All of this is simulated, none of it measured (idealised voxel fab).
Documented hereafter: the process module known as voxel plated lines.
cross-section cut | 270 nm wide | cells 5 nm
Notation: cross-section as square-cell grid; stated in bands, top first, going down; one or more cell rows per band. Basically the band line says how high the top is and how high the bottom is, in nm, and then what's in it from left to right, every material with its width in nm. Empty space shows up as "blank", and if a single material carries "everywhere" it runs the full band edge to edge. We count height from 0. Below that, the starting wafer is all one material. The lowest band never ends at the bottom but goes on down; see "top 0, no bottom" for how that is written. A width such as "30 to 40" changes by the same amount from each row of cells to the next, from the band's top row to its bottom row. When a step is marked "same as before", none of the cells in the cross-section changed during that step. Empty spaces without an open route to the top, at least 8 cells in extent, make up the entry "Closed void table"; each is given as width x height at distance, where the distance is measured from the left edge, and all are in nm. On a step's line, text after the settings is the simulator commenting on that step. overlay nm: right-of-plan distance of the mask on a masked step; negative values mean left-of-plan.

## Planned process steps
step 1: RECEIVE (material Si)
step 2: CONFORMAL_DEP (material SiO2; thk nm 15)
step 3: DIRECTIONAL_DEP (material TiN; thk nm 5)
step 4: PATTERN (tone open; mask id LINES; material resist; width nm 15; pitch nm 40; thk nm 25; overlay nm 0)
step 5: EPI (material Ru; thk nm 5)
step 6: EPI (material Ru; thk nm 10)
step 7: STRIP (etch materials resist)
step 8: DIRECTIONAL_ETCH (etch materials TiN; depth nm 5)
step 9: CONFORMAL_DEP (material SiCN; thk nm 5)

## Cross-section of the incoming wafer, state after step 1
	top 0, no bottom  Si everywhere
	Closed void table: none

## Result of the module, cross-sectioned: start per above, plan per above, one error in how it was run
	top 55, bottom 50  blank 60 nm, then SiCN 25 nm, then blank 15 nm, then SiCN 25 nm, then blank 15 nm, then SiCN 25 nm, then blank 15 nm, then SiCN 25 nm, then blank 65 nm
	top 50, bottom 35  blank 60 nm, then SiCN 5 nm, then Ru 15 nm, then SiCN 5 nm, then blank 15 nm, then SiCN 5 nm, then Ru 15 nm, then SiCN 5 nm, then blank 15 nm, then SiCN 5 nm, then Ru 15 nm, then SiCN 5 nm, then blank 15 nm, then SiCN 5 nm, then Ru 15 nm, then SiCN 5 nm, then blank 65 nm
	top 35, bottom 30  SiCN 65 nm, then TiN 15 nm, then SiCN 25 nm, then TiN 15 nm, then SiCN 25 nm, then TiN 15 nm, then SiCN 25 nm, then TiN 15 nm, then SiCN 70 nm
	top 30, bottom 0  SiO2 everywhere
	top 0, no bottom  Si everywhere
	Closed void table: none
So what did we get wrong on this run? plan step 2 was conducted twice
